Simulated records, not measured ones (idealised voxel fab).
The process module presented herein is designated voxel double patterning.
The width of the displayed cross-section, cut, is 175 nm; its cells are square, with a size of 5 nm.
A cross-section is written here as square cells arranged in a grid, and it is given in bands from the top down, each band taking up one or more rows of cells. What a band's entry tells you: where the top is and where the bottom is, as heights in nm, and after that what lies inside, material by material from left to right, each with its width in nm. Empty space is written as the word "air", and a single material marked with the word "edge to edge" occupies the band from edge to edge. All heights in this document are referenced to 0, defined as the level beneath which the wafer, as received, consists entirely of one material. The lowest band is not bounded below; it extends indefinitely downward and is written in the form "0 and below". Graded width ("30..40"): value in top row of band = first number; value in bottom row = second number; row-to-row change constant. Step note "no alteration" = no cross-section cell changed. "Internal closed voids" lists enclosed empty spaces (at least 8 cells, no open path upward to the top), each as width x height at distance from the left edge, in nm. Where a step's line continues beyond its settings, the continuation is a remark by the simulator itself on that step. The optional step-line setting "overlay nm" applies to steps with a mask and quantifies how far to the right of its planned location the mask lay, a negative value indicating leftward placement.

**This section lists the process steps that were planned**
step 1: op RECEIVE | material Si
step 2: op CONFORMAL_DEP | material SiN | thk nm 10
step 3: op DIRECTIONAL_DEP | material SiO2 | thk nm 20
step 4: op DIRECTIONAL_DEP | material SiCN | thk nm 10
step 5: op MASKED_ETCH | tone open | mask id FIRST | width nm 15 | pitch nm 50 | etch materials SiCN | depth nm 10 | overlay nm 0
step 6: op DIRECTIONAL_DEP | material aC | thk nm 15
step 7: op PATTERN | tone open | mask id SECOND | material resist | width nm 15 | thk nm 35 | overlay nm 0
step 8: op DIRECTIONAL_ETCH | etch materials aC | depth nm 15
step 9: op STRIP | etch materials resist
step 10: op DIRECTIONAL_ETCH | etch materials SiCN | depth nm 10
step 11: op STRIP | etch materials aC
step 12: op DIRECTIONAL_ETCH | etch materials SiO2 | depth nm 20
step 13: op STRIP | etch materials SiCN

**Delivered wafer in cross-section: state after step 1**
- 0 and below  Si edge to edge
- Internal closed voids: none

**first wafer at the end, as planned**
- 30 down to 10  SiO2 55 nm | air 15 nm | SiO2 10 nm | air 15 nm | SiO2 10 nm | air 15 nm | SiO2 55 nm
- 10 down to 0  SiN edge to edge
- 0 and below  Si edge to edge
- Internal closed voids: none

**Here is the second of the two wafers cut open at the end of the module - same start, same plan as the first one, but we made one mistake running it**
- 30 down to 20  SiN edge to edge
- 20 down to 0  SiO2 edge to edge
- 0 and below  Si edge to edge
- Internal closed voids: none
Deviation from plan: deviation from plan: step 3 and step 2 executed in one another's positions
Wafer comparison, final, in cells, second relative to first, materials more or fewer: SiO2 +36
